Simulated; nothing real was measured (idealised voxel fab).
process module | voxel wiring stack
cross-section cut | 170 nm wide | cells 5 nm
A cross-section is a grid of square cells, given in bands from the top down. A band is one or more rows of cells.
Each band's line starts with the height of the band's top and of its bottom, in nm. Then come its materials from left to right, each with its width in nm. One material with "throughout" fills the band from edge to edge. "air" is empty space.
Height 0 is the level under which the wafer as received is all one material. The lowest band goes on downwards, as in "0 down".
A width such as "30 to 40" changes by the same amount from each row of cells to the next, from the band's top row to its bottom row.
"no change" after a step means that no cell of the cross-section changed.
closed voids: empty space of 8 cells or more with no open way to the top, each as width x height at its distance from the left edge, in nm
after a step's settings: what the simulator itself notes on the step
overlay nm, on a step with a mask: how far to the right of its planned place the mask lay; to the left if negative
plan
1 op RECEIVE | material Si
2 op CONFORMAL_DEP | material SiO2 | thk nm 15
3 op CONFORMAL_DEP | material SiCN | thk nm 5
4 op DIRECTIONAL_DEP | material lowk | thk nm 25
5 op MASKED_ETCH | tone open | mask id METAL_1 | width nm 25 | pitch nm 55 | etch materials lowk | depth nm 25 | overlay nm 0
6 op MASKED_ETCH | tone open | mask id METAL_1 | width nm 25 | pitch nm 55 | etch materials SiCN | depth nm 5 | overlay nm 0
7 op CONFORMAL_DEP | material TiN | thk nm 5
8 op FILL_DEP | material Ru | thk nm 10
9 op CMP | height nm 45
10 op CONFORMAL_DEP | material SiCN | thk nm 5
11 op DIRECTIONAL_DEP | material SiO2 | thk nm 35
12 op PATTERN | tone open | mask id METAL_2_HOLES | material resist | width nm 15 | pitch nm 55 | thk nm 15 | overlay nm 0
13 op DIRECTIONAL_ETCH | etch materials SiO2 | depth nm 35
14 op STRIP | etch materials resist
15 op DIRECTIONAL_DEP | material aC | thk nm 10
16 op PATTERN | tone open | mask id METAL_2 | material resist | width nm 25 | pitch nm 55 | thk nm 30 | overlay nm 0
17 op DIRECTIONAL_ETCH | etch materials aC | depth nm 10
18 op STRIP | etch materials resist
19 op DIRECTIONAL_ETCH | etch materials SiO2 | depth nm 20
20 op DIRECTIONAL_ETCH | etch materials SiCN | depth nm 5
21 op STRIP | etch materials aC
22 op CONFORMAL_DEP | material TiN | thk nm 5
23 op FILL_DEP | material Cu | thk nm 5
24 op CMP | height nm 85
25 op CONFORMAL_DEP | material SiCN | thk nm 5
first wafer, as planned
as received, after step 1
  0 down: Si throughout
  closed voids: none
after step 2
  15 to 0: SiO2 throughout
  below 0: unchanged
after step 3
  20 to 15: SiCN throughout
  below 15: unchanged
after step 4
  45 to 20: lowk throughout
  below 20: unchanged
after step 5
  45 to 20: lowk 15 | air 25 | lowk 30 | air 25 | lowk 30 | air 25 | lowk 20
  below 20: unchanged
after step 6
  45 to 20: lowk 15 | air 25 | lowk 30 | air 25 | lowk 30 | air 25 | lowk 20
  20 to 15: SiCN 15 | air 25 | SiCN 30 | air 25 | SiCN 30 | air 25 | SiCN 20
  below 15: unchanged
after step 7
  50 to 45: TiN 20 | air 15 | TiN 40 | air 15 | TiN 40 | air 15 | TiN 25
  45 to 20: lowk 15 | TiN 5 | air 15 | TiN 5 | lowk 30 | TiN 5 | air 15 | TiN 5 | lowk 30 | TiN 5 | air 15 | TiN 5 | lowk 20
  20 to 15: SiCN 15 | TiN 25 | SiCN 30 | TiN 25 | SiCN 30 | TiN 25 | SiCN 20
  below 15: unchanged
after step 8
  60 to 50: Ru throughout
  50 to 45: TiN 20 | Ru 15 | TiN 40 | Ru 15 | TiN 40 | Ru 15 | TiN 25
  45 to 20: lowk 15 | TiN 5 | Ru 15 | TiN 5 | lowk 30 | TiN 5 | Ru 15 | TiN 5 | lowk 30 | TiN 5 | Ru 15 | TiN 5 | lowk 20
  below 20: unchanged
after step 9
  45 to 20: lowk 15 | TiN 5 | Ru 15 | TiN 5 | lowk 30 | TiN 5 | Ru 15 | TiN 5 | lowk 30 | TiN 5 | Ru 15 | TiN 5 | lowk 20
  below 20: unchanged
after step 10
  50 to 45: SiCN throughout
  below 45: unchanged
after step 11
  85 to 50: SiO2 throughout
  below 50: unchanged
after step 12
  100 to 85: resist 15 | air 15 | resist 40 | air 15 | resist 40 | air 15 | resist 30
  below 85: unchanged
after step 13
  100 to 85: resist 15 | air 15 | resist 40 | air 15 | resist 40 | air 15 | resist 30
  85 to 50: SiO2 15 | air 15 | SiO2 40 | air 15 | SiO2 40 | air 15 | SiO2 30
  below 50: unchanged
after step 14
  85 to 50: SiO2 15 | air 15 | SiO2 40 | air 15 | SiO2 40 | air 15 | SiO2 30
  below 50: unchanged
after step 15
  95 to 85: aC 15 | air 15 | aC 40 | air 15 | aC 40 | air 15 | aC 30
  85 to 60: SiO2 15 | air 15 | SiO2 40 | air 15 | SiO2 40 | air 15 | SiO2 30
  60 to 50: SiO2 15 | aC 15 | SiO2 40 | aC 15 | SiO2 40 | aC 15 | SiO2 30
  below 50: unchanged
after step 16
  125 to 95: resist 15 | air 25 | resist 30 | air 25 | resist 30 | air 25 | resist 20
  below 95: unchanged
after step 17
  115 to 95: resist 15 | air 25 | resist 30 | air 25 | resist 30 | air 25 | resist 20
  95 to 85: aC 15 | air 25 | aC 30 | air 25 | aC 30 | air 25 | aC 20
  85 to 50: SiO2 15 | air 15 | SiO2 40 | air 15 | SiO2 40 | air 15 | SiO2 30
  below 50: unchanged
after step 18
  95 to 85: aC 15 | air 25 | aC 30 | air 25 | aC 30 | air 25 | aC 20
  below 85: unchanged
after step 19
  95 to 85: aC 15 | air 25 | aC 30 | air 25 | aC 30 | air 25 | aC 20
  85 to 65: SiO2 15 | air 25 | SiO2 30 | air 25 | SiO2 30 | air 25 | SiO2 20
  below 65: unchanged
after step 20
  95 to 85: aC 15 | air 25 | aC 30 | air 25 | aC 30 | air 25 | aC 20
  85 to 65: SiO2 15 | air 25 | SiO2 30 | air 25 | SiO2 30 | air 25 | SiO2 20
  65 to 50: SiO2 15 | air 15 | SiO2 40 | air 15 | SiO2 40 | air 15 | SiO2 30
  50 to 45: SiCN 15 | air 15 | SiCN 40 | air 15 | SiCN 40 | air 15 | SiCN 30
  below 45: unchanged
after step 21
  85 to 65: SiO2 15 | air 25 | SiO2 30 | air 25 | SiO2 30 | air 25 | SiO2 20
  below 65: unchanged
after step 22
  90 to 85: TiN 20 | air 15 | TiN 40 | air 15 | TiN 40 | air 15 | TiN 25
  85 to 70: SiO2 15 | TiN 5 | air 15 | TiN 5 | SiO2 30 | TiN 5 | air 15 | TiN 5 | SiO2 30 | TiN 5 | air 15 | TiN 5 | SiO2 20
  70 to 65: SiO2 15 | TiN 5 | air 5 | TiN 15 | SiO2 30 | TiN 5 | air 5 | TiN 15 | SiO2 30 | TiN 5 | air 5 | TiN 15 | SiO2 20
  65 to 50: SiO2 15 | TiN 5 | air 5 | TiN 5 | SiO2 40 | TiN 5 | air 5 | TiN 5 | SiO2 40 | TiN 5 | air 5 | TiN 5 | SiO2 30
  50 to 45: SiCN 15 | TiN 15 | SiCN 40 | TiN 15 | SiCN 40 | TiN 15 | SiCN 30
  below 45: unchanged
after step 23
  95 to 90: Cu throughout
  90 to 85: TiN 20 | Cu 15 | TiN 40 | Cu 15 | TiN 40 | Cu 15 | TiN 25
  85 to 70: SiO2 15 | TiN 5 | Cu 15 | TiN 5 | SiO2 30 | TiN 5 | Cu 15 | TiN 5 | SiO2 30 | TiN 5 | Cu 15 | TiN 5 | SiO2 20
  70 to 65: SiO2 15 | TiN 5 | Cu 5 | TiN 15 | SiO2 30 | TiN 5 | Cu 5 | TiN 15 | SiO2 30 | TiN 5 | Cu 5 | TiN 15 | SiO2 20
  65 to 50: SiO2 15 | TiN 5 | Cu 5 | TiN 5 | SiO2 40 | TiN 5 | Cu 5 | TiN 5 | SiO2 40 | TiN 5 | Cu 5 | TiN 5 | SiO2 30
  below 50: unchanged
after step 24
  85 to 70: SiO2 15 | TiN 5 | Cu 15 | TiN 5 | SiO2 30 | TiN 5 | Cu 15 | TiN 5 | SiO2 30 | TiN 5 | Cu 15 | TiN 5 | SiO2 20
  below 70: unchanged
after step 25
  90 to 85: SiCN throughout
  below 85: unchanged
second wafer: like start, like plan, one mistake. Through step 4 it matches the first wafer
when step 5 should have ended
  45 to 20: lowk 20 | air 20 | lowk 35 | air 20 | lowk 35 | air 20 | lowk 20
  below 20: unchanged
when step 6 should have ended
  45 to 20: lowk 20 | air 20 | lowk 35 | air 20 | lowk 35 | air 20 | lowk 20
  20 to 15: SiCN 20 | air 20 | SiCN 35 | air 20 | SiCN 35 | air 20 | SiCN 20
  below 15: unchanged
when step 7 should have ended
  50 to 45: TiN 25 | air 10 | TiN 45 | air 10 | TiN 45 | air 10 | TiN 25
  45 to 20: lowk 20 | TiN 5 | air 10 | TiN 5 | lowk 35 | TiN 5 | air 10 | TiN 5 | lowk 35 | TiN 5 | air 10 | TiN 5 | lowk 20
  20 to 15: SiCN 20 | TiN 20 | SiCN 35 | TiN 20 | SiCN 35 | TiN 20 | SiCN 20
  below 15: unchanged
when step 8 should have ended
  60 to 50: Ru throughout
  50 to 45: TiN 25 | Ru 10 | TiN 45 | Ru 10 | TiN 45 | Ru 10 | TiN 25
  45 to 20: lowk 20 | TiN 5 | Ru 10 | TiN 5 | lowk 35 | TiN 5 | Ru 10 | TiN 5 | lowk 35 | TiN 5 | Ru 10 | TiN 5 | lowk 20
  below 20: unchanged
when step 9 should have ended
  45 to 20: lowk 20 | TiN 5 | Ru 10 | TiN 5 | lowk 35 | TiN 5 | Ru 10 | TiN 5 | lowk 35 | TiN 5 | Ru 10 | TiN 5 | lowk 20
  below 20: unchanged
when step 10 should have ended
  50 to 45: SiCN throughout
  below 45: unchanged
when step 11 should have ended
  85 to 50: SiO2 throughout
  below 50: unchanged
when step 12 should have ended
  100 to 85: resist 15 | air 15 | resist 40 | air 15 | resist 40 | air 15 | resist 30
  below 85: unchanged
when step 13 should have ended
  100 to 85: resist 15 | air 15 | resist 40 | air 15 | resist 40 | air 15 | resist 30
  85 to 50: SiO2 15 | air 15 | SiO2 40 | air 15 | SiO2 40 | air 15 | SiO2 30
  below 50: unchanged
when step 14 should have ended
  85 to 50: SiO2 15 | air 15 | SiO2 40 | air 15 | SiO2 40 | air 15 | SiO2 30
  below 50: unchanged
when step 15 should have ended
  95 to 85: aC 15 | air 15 | aC 40 | air 15 | aC 40 | air 15 | aC 30
  85 to 60: SiO2 15 | air 15 | SiO2 40 | air 15 | SiO2 40 | air 15 | SiO2 30
  60 to 50: SiO2 15 | aC 15 | SiO2 40 | aC 15 | SiO2 40 | aC 15 | SiO2 30
  below 50: unchanged
when step 16 should have ended
  125 to 95: resist 15 | air 25 | resist 30 | air 25 | resist 30 | air 25 | resist 20
  below 95: unchanged
when step 17 should have ended
  115 to 95: resist 15 | air 25 | resist 30 | air 25 | resist 30 | air 25 | resist 20
  95 to 85: aC 15 | air 25 | aC 30 | air 25 | aC 30 | air 25 | aC 20
  85 to 50: SiO2 15 | air 15 | SiO2 40 | air 15 | SiO2 40 | air 15 | SiO2 30
  below 50: unchanged
when step 18 should have ended
  95 to 85: aC 15 | air 25 | aC 30 | air 25 | aC 30 | air 25 | aC 20
  below 85: unchanged
when step 19 should have ended
  95 to 85: aC 15 | air 25 | aC 30 | air 25 | aC 30 | air 25 | aC 20
  85 to 65: SiO2 15 | air 25 | SiO2 30 | air 25 | SiO2 30 | air 25 | SiO2 20
  below 65: unchanged
when step 20 should have ended
  95 to 85: aC 15 | air 25 | aC 30 | air 25 | aC 30 | air 25 | aC 20
  85 to 65: SiO2 15 | air 25 | SiO2 30 | air 25 | SiO2 30 | air 25 | SiO2 20
  65 to 50: SiO2 15 | air 15 | SiO2 40 | air 15 | SiO2 40 | air 15 | SiO2 30
  50 to 45: SiCN 15 | air 15 | SiCN 40 | air 15 | SiCN 40 | air 15 | SiCN 30
  below 45: unchanged
when step 21 should have ended
  85 to 65: SiO2 15 | air 25 | SiO2 30 | air 25 | SiO2 30 | air 25 | SiO2 20
  below 65: unchanged
when step 22 should have ended
  90 to 85: TiN 20 | air 15 | TiN 40 | air 15 | TiN 40 | air 15 | TiN 25
  85 to 70: SiO2 15 | TiN 5 | air 15 | TiN 5 | SiO2 30 | TiN 5 | air 15 | TiN 5 | SiO2 30 | TiN 5 | air 15 | TiN 5 | SiO2 20
  70 to 65: SiO2 15 | TiN 5 | air 5 | TiN 15 | SiO2 30 | TiN 5 | air 5 | TiN 15 | SiO2 30 | TiN 5 | air 5 | TiN 15 | SiO2 20
  65 to 50: SiO2 15 | TiN 5 | air 5 | TiN 5 | SiO2 40 | TiN 5 | air 5 | TiN 5 | SiO2 40 | TiN 5 | air 5 | TiN 5 | SiO2 30
  50 to 45: SiCN 15 | TiN 15 | SiCN 40 | TiN 15 | SiCN 40 | TiN 15 | SiCN 30
  below 45: unchanged
when step 23 should have ended
  95 to 90: Cu throughout
  90 to 85: TiN 20 | Cu 15 | TiN 40 | Cu 15 | TiN 40 | Cu 15 | TiN 25
  85 to 70: SiO2 15 | TiN 5 | Cu 15 | TiN 5 | SiO2 30 | TiN 5 | Cu 15 | TiN 5 | SiO2 30 | TiN 5 | Cu 15 | TiN 5 | SiO2 20
  70 to 65: SiO2 15 | TiN 5 | Cu 5 | TiN 15 | SiO2 30 | TiN 5 | Cu 5 | TiN 15 | SiO2 30 | TiN 5 | Cu 5 | TiN 15 | SiO2 20
  65 to 50: SiO2 15 | TiN 5 | Cu 5 | TiN 5 | SiO2 40 | TiN 5 | Cu 5 | TiN 5 | SiO2 40 | TiN 5 | Cu 5 | TiN 5 | SiO2 30
  below 50: unchanged
when step 24 should have ended
  85 to 70: SiO2 15 | TiN 5 | Cu 15 | TiN 5 | SiO2 30 | TiN 5 | Cu 15 | TiN 5 | SiO2 30 | TiN 5 | Cu 15 | TiN 5 | SiO2 20
  below 70: unchanged
when step 25 should have ended
  90 to 85: SiCN throughout
  below 85: unchanged
what went wrong: step 5 ran as: op MASKED_ETCH | tone open | mask id METAL_1 | width nm 20 | pitch nm 55 | etch materials lowk | depth nm 25 | overlay nm 0
at the end the second wafer has, in cells: 15 fewer of Ru | 3 more of SiCN | 3 fewer of TiN | 15 more of lowk
